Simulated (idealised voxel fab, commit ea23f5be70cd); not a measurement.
process module | voxel transistor to metal
cross-section cut | 275 nm wide | cells 5 nm
A cross-section is a grid of square cells, given in bands from the top down. A band is one or more rows of cells.
Each band's line starts with the height of the band's top and of its bottom, in nm. Then come its materials from left to right, each with its width in nm. One material with "throughout" fills the band from edge to edge. "air" is empty space.
Height 0 is the level under which the wafer as received is all one material. The lowest band goes on downwards, as in "0 down".
A width such as "30 to 40" changes by the same amount from each row of cells to the next, from the band's top row to its bottom row.
"no change" after a step means that no cell of the cross-section changed.
closed voids: empty space of 8 cells or more with no open way to the top, each as width x height at its distance from the left edge, in nm
after a step's settings: what the simulator itself notes on the step
overlay nm, on a step with a mask: how far to the right of its planned place the mask lay; to the left if negative
plan
1 op RECEIVE | material Si
2 op CONFORMAL_DEP | material SiO2 | thk nm 5
3 op CONFORMAL_DEP | material SiN | thk nm 10
4 op DIRECTIONAL_DEP | material aC | thk nm 10
5 op PATTERN | tone cover | mask id ACTIVE | material resist | width nm 105 | pitch nm 125 | thk nm 30 | overlay nm 0
6 op DIRECTIONAL_ETCH | etch materials aC | depth nm 10
7 op STRIP | etch materials resist
8 op DIRECTIONAL_ETCH | etch materials SiN | depth nm 10
9 op DIRECTIONAL_ETCH | etch materials SiO2 | depth nm 5
10 op DIRECTIONAL_ETCH | etch materials Si | depth nm 20
11 op STRIP | etch materials aC
12 op OXIDIZE | depth nm 5
13 op FILL_DEP | material SiO2 | thk nm 15
14 op CMP | height nm 15
15 op SELECTIVE_ETCH | etch materials SiO2 | depth nm 10
16 op STRIP | etch materials SiN
17 op SELECTIVE_ETCH | etch materials SiO2 | depth nm 5
18 op OXIDIZE | depth nm 5
19 op DIRECTIONAL_DEP | material polySi | thk nm 25
20 op DIRECTIONAL_DEP | material SiCN | thk nm 15
21 op PATTERN | tone cover | mask id GATE | material resist | width nm 25 | pitch nm 125 | thk nm 15 | overlay nm 0
22 op DIRECTIONAL_ETCH | etch materials SiCN | depth nm 25
23 op DIRECTIONAL_ETCH | etch materials polySi | depth nm 35
24 op STRIP | etch materials resist
25 op CONFORMAL_DEP | material SiO2 | thk nm 5
26 op DIRECTIONAL_ETCH | etch materials SiO2 | depth nm 5
27 op CONFORMAL_DEP | material SiN | thk nm 10
28 op DIRECTIONAL_ETCH | etch materials SiN | depth nm 10
29 op DIRECTIONAL_ETCH | etch materials SiO2 | depth nm 5
30 op EPI | material SiGe | thk nm 5
31 op FILL_DEP | material SiO2 | thk nm 10
32 op CMP | height nm 25
33 op STRIP | etch materials polySi
34 op SELECTIVE_ETCH | etch materials SiO2 | depth nm 5
35 op CONFORMAL_DEP | material HfO2 | thk nm 5
36 op CONFORMAL_DEP | material TiN | thk nm 5
37 op FILL_DEP | material W | thk nm 5
38 op CMP | height nm 20
39 op DIRECTIONAL_DEP | material SiO2 | thk nm 10
40 op MASKED_ETCH | tone open | mask id CONTACT | width nm 15 | etch materials SiO2 | depth nm 30 | overlay nm 0
41 op CONFORMAL_DEP | material TiN | thk nm 5
42 op FILL_DEP | material Ru | thk nm 5
43 op CMP | height nm 30
44 op DIRECTIONAL_DEP | material TiN | thk nm 5
45 op DIRECTIONAL_DEP | material Ru | thk nm 25
46 op PATTERN | tone cover | mask id METAL_1 | material resist | width nm 15 | thk nm 20 | overlay nm 0
47 op DIRECTIONAL_ETCH | etch materials Ru | depth nm 25
48 op DIRECTIONAL_ETCH | etch materials TiN | depth nm 5
49 op STRIP | etch materials resist
50 op FILL_DEP | material lowk | thk nm 5
51 op CMP | height nm 60
52 op CONFORMAL_DEP | material SiN | thk nm 5
as received, after step 1
  0 down: Si throughout
  closed voids: none
a wafer at the end: this start, this plan, one mistake
  65 to 60: SiN throughout
  60 to 35: lowk 25 | Ru 15 | lowk 65 | Ru 15 | lowk 30 | Ru 15 | lowk 65 | Ru 15 | lowk 30
  35 to 30: lowk 25 | TiN 15 | lowk 65 | TiN 15 | lowk 30 | TiN 15 | lowk 65 | TiN 15 | lowk 30
  30 to 25: SiO2 35 | TiN 5 | Ru 5 | TiN 5 | SiO2 65 | TiN 5 | Ru 5 | TiN 5 | SiO2 30 | TiN 5 | Ru 5 | TiN 5 | SiO2 65 | TiN 5 | Ru 5 | TiN 5 | SiO2 20
  25 to 20: SiO2 35 | TiN 15 | SiO2 65 | TiN 5 | Ru 5 | TiN 5 | SiO2 30 | TiN 15 | SiO2 65 | TiN 5 | Ru 5 | TiN 5 | SiO2 20
  20 to 5: SiO2 35 | TiN 10 | SiN 10 | HfO2 5 | TiN 5 | W 15 | TiN 5 | HfO2 5 | SiN 10 | SiO2 15 | TiN 5 | Ru 5 | TiN 5 | SiO2 30 | TiN 10 | SiN 10 | HfO2 5 | TiN 5 | W 15 | TiN 5 | HfO2 5 | SiN 10 | SiO2 15 | TiN 5 | Ru 5 | TiN 5 | SiO2 20
  5 to 0: SiO2 35 | TiN 10 | SiN 10 | HfO2 5 | TiN 25 | HfO2 5 | SiN 10 | SiO2 15 | TiN 15 | SiO2 30 | TiN 10 | SiN 10 | HfO2 5 | TiN 25 | HfO2 5 | SiN 10 | SiO2 15 | TiN 15 | SiO2 20
  0 to -5: SiO2 20 | SiGe 25 | SiO2 10 | HfO2 35 | SiO2 10 | SiGe 25 | SiO2 20 | SiGe 25 | SiO2 10 | HfO2 35 | SiO2 10 | SiGe 25 | SiO2 25
  -5 to -25: SiO2 25 | Si 95 | SiO2 30 | Si 95 | SiO2 30
  -25 down: Si throughout
  closed voids: none
what went wrong: step 40 ran as: op MASKED_ETCH | tone open | mask id CONTACT | width nm 15 | etch materials SiO2 | depth nm 30 | overlay nm 10
